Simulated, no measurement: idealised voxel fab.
The process module that follows is named voxel ribs on slabs.
The figure presents cross-section cut, which has a width of 165 nm and is divided into square cells with an edge length of 5 nm.
Cross-section, as written here: a square-cell grid given band by band from the top down, where a band holds one or more rows of cells.
This entry defines a band. It first specifies the height of the band's top and the height of its bottom in nm, and then specifies the band's materials from left to right, stating each material with its width in nm. The word "edge to edge" identifies a single material that fills the band from edge to edge, while the word "air" identifies empty space.
A quick word on heights: they are counted from 0, and under that level the wafer as it came to us is one material throughout. The lowest band is different from the rest in having no bottom; it simply continues downward, written as in "0 -> down".
Graded width ("30 to 40"): value in top row of band = first number; value in bottom row = second number; row-to-row change constant.
Where the words "nothing altered" appear for a step, the cross-section shows no cell changed by that step; every cell remained as before.
Enclosed voids (no open way to top), threshold 8 cells or more, entry "Unvented voids", notation width x height at distance, distance from left edge, nm.
after a step's settings: what the simulator itself notes on the step
A step line may carry the setting "overlay nm", which, for steps involving a mask, states the distance by which the mask lay to the right of its intended position; negative values denote displacement to the left.
# Process steps foreseen in the plan
1) RECEIVE with material Si
2) DIRECTIONAL_DEP with material SiO2, thk nm 25
3) DIRECTIONAL_DEP with material SiN, thk nm 15
4) DIRECTIONAL_DEP with material aC, thk nm 10
5) PATTERN with tone cover, mask id RIB, material resist, width nm 25, thk nm 25, overlay nm 0
6) DIRECTIONAL_ETCH with etch materials aC, depth nm 10
7) STRIP with etch materials resist
8) DIRECTIONAL_ETCH with etch materials SiN, depth nm 10
9) STRIP with etch materials aC
10) PATTERN with tone cover, mask id SLAB, material resist, width nm 55, thk nm 15, overlay nm 0
11) DIRECTIONAL_ETCH with etch materials SiN, depth nm 5
12) STRIP with etch materials resist
13) FILL_DEP with material SiO2, thk nm 25
14) CMP with height nm 55
15) DIRECTIONAL_DEP with material W, thk nm 10
16) DIRECTIONAL_DEP with material aC, thk nm 10
17) PATTERN with tone cover, mask id HEATER, material resist, width nm 35, thk nm 25, overlay nm 0
18) DIRECTIONAL_ETCH with etch materials aC, depth nm 10
19) STRIP with etch materials resist
20) DIRECTIONAL_ETCH with etch materials W, depth nm 10
21) STRIP with etch materials aC
22) CONFORMAL_DEP with material SiO2, thk nm 5
# Step 1 complete: cross-section of the wafer as received
- 0 -> down | Si edge to edge
- Unvented voids: none
# Wafer at module end, in section. Began as above, planned as above, run with one mistake
- 70 -> 65 | air 60  SiO2 45  air 60
- 65 -> 60 | air 60  SiO2 5  W 35  SiO2 5  air 60
- 60 -> 55 | SiO2 65  W 35  SiO2 65
- 55 -> 40 | W edge to edge
- 40 -> 30 | W 70  SiN 25  W 70
- 30 -> 25 | W 55  SiN 55  W 55
- 25 -> 0 | SiO2 edge to edge
- 0 -> down | Si edge to edge
- Unvented voids: none
Against the plan, the run slipped here: note that step 13 departed from the planned setting and was carried out as FILL_DEP with material W, thk nm 25
